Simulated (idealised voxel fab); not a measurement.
Herein follows the process module entitled voxel capacitor over wiring.
Each square cell in cross-section cut measures 5 nm, and the section as a whole is 220 nm wide.
We lay out every cross-section as a grid of square cells and spell it out in bands from the top down, where one band means one or more rows of cells.
What a band's entry tells you: where the top is and where the bottom is, as heights in nm, and after that what lies inside, material by material from left to right, each with its width in nm. Empty space is written as the word "empty", and a single material marked with the word "throughout" occupies the band from edge to edge.
It should be noted that heights are counted from 0, beneath which the wafer as supplied is of one material throughout, and that the lowest band possesses no lower boundary but continues downward, as written in "top 0, no bottom".
Width: "30->40" (first number = top row, second number = bottom row, same change from row to row of cells).
"everything unchanged", as given for a step, is the statement that not any cell of the cross-section underwent a change during that step.
"Enclosed void inventory" enumerates empty spaces isolated from the top, with no open way to it, that contain at least 8 cells, giving each as width x height at distance from the left edge, all three in nm.
On a step's line, text after the settings is the simulator commenting on that step.
overlay nm: for a step with a mask, the amount by which the mask lay right of where it was planned; a negative amount means left of it.

**Planned step list for the process**
1,RECEIVE: material Si
2,CONFORMAL_DEP: material SiO2, thk nm 10
3,DIRECTIONAL_DEP: material TiN, thk nm 5
4,DIRECTIONAL_DEP: material W, thk nm 15
5,DIRECTIONAL_DEP: material aC, thk nm 10
6,PATTERN: tone cover, mask id METAL_1, material resist, width nm 20, pitch nm 70, thk nm 30, overlay nm -15
7,DIRECTIONAL_ETCH: etch materials aC, depth nm 10
8,STRIP: etch materials resist
9,DIRECTIONAL_ETCH: etch materials W, depth nm 15
10,DIRECTIONAL_ETCH: etch materials TiN, depth nm 5
11,STRIP: etch materials aC
12,CONFORMAL_DEP: material SiCN, thk nm 5
13,FILL_DEP: material SiO2, thk nm 5
14,CMP: height nm 30
15,CONFORMAL_DEP: material SiCN, thk nm 5
16,DIRECTIONAL_DEP: material SiO2, thk nm 15
17,MASKED_ETCH: tone open, mask id PLUG_1, width nm 15, etch materials SiO2, depth nm 15, overlay nm 0
18,MASKED_ETCH: tone open, mask id PLUG_1, width nm 15, etch materials SiCN, depth nm 5, overlay nm 0
19,CONFORMAL_DEP: material TiN, thk nm 5
20,FILL_DEP: material Ru, thk nm 5
21,CMP: height nm 50
22,DIRECTIONAL_DEP: material TiN, thk nm 10
23,DIRECTIONAL_DEP: material HfO2, thk nm 5
24,DIRECTIONAL_DEP: material TiN, thk nm 5
25,PATTERN: tone cover, mask id UPPER_PLATE, material resist, width nm 55, thk nm 15, overlay nm 0
26,DIRECTIONAL_ETCH: etch materials TiN, depth nm 5
27,DIRECTIONAL_ETCH: etch materials HfO2, depth nm 5
28,STRIP: etch materials resist
29,DIRECTIONAL_DEP: material aC, thk nm 10
30,PATTERN: tone cover, mask id LOWER_PLATE, material resist, width nm 65, thk nm 25, overlay nm 0
31,DIRECTIONAL_ETCH: etch materials aC, depth nm 10
32,STRIP: etch materials resist
33,DIRECTIONAL_ETCH: etch materials TiN, depth nm 10
34,STRIP: etch materials aC
35,FILL_DEP: material SiO2, thk nm 15
36,CMP: height nm 80
37,PATTERN: tone open, mask id PLUG_2, material resist, width nm 15, thk nm 20, overlay nm 0
38,DIRECTIONAL_ETCH: etch materials SiO2, depth nm 10
39,STRIP: etch materials resist
40,CONFORMAL_DEP: material TiN, thk nm 5
41,FILL_DEP: material Ru, thk nm 10
42,CMP: height nm 80
43,CONFORMAL_DEP: material SiN, thk nm 5
Wafers differ in overlay nm at step 6; plan lists the first wafer's value; identical starting state.

**Sectional view: first of several wafers, as received, after step 1**
> top 0, no bottom = Si throughout
> Enclosed void inventory: none

**Depicted here is the first of several wafers in cross-section, at module completion following the last step, step 43**
> top 85, bottom 80 = SiN throughout
> top 80, bottom 75 = SiO2: 80, then TiN: 5, then Ru: 5, then TiN: 5, then SiO2: 125
> top 75, bottom 65 = SiO2: 80->70, then TiN: 15->55, then SiO2: 125->95
> top 65, bottom 60 = SiO2: 70, then HfO2: 55, then SiO2: 95
> top 60, bottom 50 = SiO2: 65, then TiN: 65, then SiO2: 90
> top 50, bottom 35 = SiO2: 70, then TiN: 5, then Ru: 5, then TiN: 5, then SiO2: 135
> top 35, bottom 30 = SiCN: 70, then TiN: 15, then SiCN: 135
> top 30, bottom 15 = SiO2: 45, then SiCN: 5, then W: 20, then SiCN: 5, then SiO2: 40, then SiCN: 5, then W: 20, then SiCN: 5, then SiO2: 75
> top 15, bottom 10 = SiCN: 50, then TiN: 20, then SiCN: 50, then TiN: 20, then SiCN: 80
> top 10, bottom 0 = SiO2 throughout
> top 0, no bottom = Si throughout
> Enclosed void inventory: none

**Last wafer, end of module, cross-section**
> top 85, bottom 80 = SiN throughout
> top 80, bottom 75 = SiO2: 80, then TiN: 5, then Ru: 5, then TiN: 5, then SiO2: 125
> top 75, bottom 65 = SiO2: 80->70, then TiN: 15->55, then SiO2: 125->95
> top 65, bottom 60 = SiO2: 70, then HfO2: 55, then SiO2: 95
> top 60, bottom 50 = SiO2: 65, then TiN: 65, then SiO2: 90
> top 50, bottom 35 = SiO2: 70, then TiN: 5, then Ru: 5, then TiN: 5, then SiO2: 135
> top 35, bottom 30 = SiCN: 70, then TiN: 15, then SiCN: 135
> top 30, bottom 15 = SiO2: 75, then SiCN: 5, then W: 20, then SiCN: 5, then SiO2: 40, then SiCN: 5, then W: 20, then SiCN: 5, then SiO2: 45
> top 15, bottom 10 = SiCN: 80, then TiN: 20, then SiCN: 50, then TiN: 20, then SiCN: 50
> top 10, bottom 0 = SiO2 throughout
> top 0, no bottom = Si throughout
> Enclosed void inventory: none

**Tabulated below, wafer by wafer, are the end-of-module results: for each material, the number of cells gained (+) or lost (-) relative to the as-received state, followed by the closed voids**
overlay nm -15; +11 HfO2; +4 Ru; +89 SiCN; +44 SiN; +517 SiO2; +59 TiN; +24 W; Enclosed void inventory: none
overlay nm -10; +11 HfO2; +4 Ru; +89 SiCN; +44 SiN; +517 SiO2; +59 TiN; +24 W; Enclosed void inventory: none
overlay nm -5; +11 HfO2; +4 Ru; +89 SiCN; +44 SiN; +517 SiO2; +59 TiN; +24 W; Enclosed void inventory: none
overlay nm 0; +11 HfO2; +4 Ru; +89 SiCN; +44 SiN; +517 SiO2; +59 TiN; +24 W; Enclosed void inventory: none
overlay nm 5; +11 HfO2; +4 Ru; +89 SiCN; +44 SiN; +517 SiO2; +59 TiN; +24 W; Enclosed void inventory: none
overlay nm 10; +11 HfO2; +4 Ru; +89 SiCN; +44 SiN; +517 SiO2; +59 TiN; +24 W; Enclosed void inventory: none
overlay nm 15; +11 HfO2; +4 Ru; +89 SiCN; +44 SiN; +517 SiO2; +59 TiN; +24 W; Enclosed void inventory: none
